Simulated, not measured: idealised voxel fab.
voxel self aligned vias: a process module
Cross-section cut: width 175 nm, square cells of 5 nm.
The cross-sections in this document take the form of a grid made of square cells. They are written out as bands, in order from top to bottom. Each band consists of one or more rows of cells.
Quick guide to a band line: top height, bottom height (nm) up front; then every material left to right with its width in nm. Only one material and it's marked "full width"? Then it fills the band edge to edge. And "empty" just means empty space.
Height 0 is the level under which the wafer as received is all one material. The lowest band goes on downwards, as in "0..down".
So if you see something like "30..40" for the width, read it as the top row of the band sitting at the first number and the bottom row at the second, with every row in between moving by the same amount as the last.
"remained the same" after a step means that no cell of the cross-section changed.
The list in "Enclosed void entries" covers empty spaces of 8 cells or more that cannot reach the top through any open way, and it gives each as width x height at distance; the distance is from the left edge, and width, height and distance are in nm.
On a step's line, text after the settings is the simulator commenting on that step.
If you see "overlay nm" on a step's line and that step has a mask, it's telling you how far right of where it was planned the mask ended up; a negative number means it went left instead.
# So here's the lineup of process steps we planned
1,op RECEIVE | material Si
2,op CONFORMAL_DEP | material SiO2 | thk nm 15
3,op CONFORMAL_DEP | material SiCN | thk nm 5
4,op DIRECTIONAL_DEP | material lowk | thk nm 30
5,op DIRECTIONAL_DEP | material aC | thk nm 15
6,op PATTERN | tone open | mask id LINES | material resist | width nm 25 | pitch nm 65 | thk nm 35 | overlay nm 0
7,op DIRECTIONAL_ETCH | etch materials aC | depth nm 15
8,op STRIP | etch materials resist
9,op DIRECTIONAL_ETCH | etch materials lowk | depth nm 30
10,op STRIP | etch materials aC
11,op CONFORMAL_DEP | material TiN | thk nm 5
12,op FILL_DEP | material W | thk nm 5
13,op CMP | height nm 50
14,op SELECTIVE_ETCH | etch materials W Ru TiN | depth nm 10
15,op FILL_DEP | material SiN | thk nm 10
16,op CMP | height nm 50
17,op DIRECTIONAL_DEP | material lowk | thk nm 20
18,op DIRECTIONAL_DEP | material aC | thk nm 10
19,op PATTERN | tone open | mask id VIAS | material resist | width nm 35 | thk nm 30 | overlay nm 0
20,op DIRECTIONAL_ETCH | etch materials aC | depth nm 10
21,op STRIP | etch materials resist
22,op DIRECTIONAL_ETCH | etch materials lowk | depth nm 20
23,op DIRECTIONAL_ETCH | etch materials SiN | depth nm 10
24,op STRIP | etch materials aC
25,op CONFORMAL_DEP | material TiN | thk nm 5
26,op FILL_DEP | material W | thk nm 10
27,op CMP | height nm 70
28,op CONFORMAL_DEP | material SiN | thk nm 5
The wafers in this document start out alike and differ in the thk nm applied at step 11; the plan shows the value used for the first wafer.
# First of several wafers (as received, post step 1), cross-sectional view
- 0..down  Si full width
- Enclosed void entries: none
# Cross-section, first of several wafers, end of module, after last step 28
- 75..70  SiN full width
- 70..55  lowk (35)  TiN (5)  W (25)  TiN (5)  lowk (105)
- 55..50  lowk (35)  TiN (10)  W (15)  TiN (10)  lowk (105)
- 50..45  lowk (40)  TiN (5)  W (15)  TiN (5)  lowk (40)  SiN (25)  lowk (45)
- 45..40  lowk (40)  TiN (25)  lowk (40)  SiN (25)  lowk (45)
- 40..25  lowk (40)  TiN (5)  W (15)  TiN (5)  lowk (40)  TiN (5)  W (15)  TiN (5)  lowk (45)
- 25..20  lowk (40)  TiN (25)  lowk (40)  TiN (25)  lowk (45)
- 20..15  SiCN full width
- 15..0  SiO2 full width
- 0..down  Si full width
- Enclosed void entries: none
# Last wafer x-sec, end of module
- 75..70  SiN full width
- 70..55  lowk (35)  TiN (5)  W (25)  TiN (5)  lowk (105)
- 55..50  lowk (35)  TiN (10)  W (15)  TiN (10)  lowk (105)
- 50..45  lowk (40)  TiN (5)  W (15)  TiN (5)  lowk (40)  SiN (25)  lowk (45)
- 45..40  lowk (40)  TiN (25)  lowk (40)  SiN (25)  lowk (45)
- 40..20  lowk (40)  TiN (25)  lowk (40)  TiN (25)  lowk (45)
- 20..15  SiCN full width
- 15..0  SiO2 full width
- 0..down  Si full width
- Enclosed void entries: none
# Where each wafer stands at the end of the module, a row apiece: cells of each material gained (+) or lost (-) since it was received, then closed voids
thk nm 5, +35 SiCN, +45 SiN, +105 SiO2, +39 TiN, +39 W, +262 lowk, Enclosed void entries: none
thk nm 10, +35 SiCN, +45 SiN, +105 SiO2, +53 TiN, +25 W, +262 lowk, Enclosed void entries: none
thk nm 15, +35 SiCN, +45 SiN, +105 SiO2, +57 TiN, +21 W, +262 lowk, Enclosed void entries: none
thk nm 20, +35 SiCN, +45 SiN, +105 SiO2, +57 TiN, +21 W, +262 lowk, Enclosed void entries: none
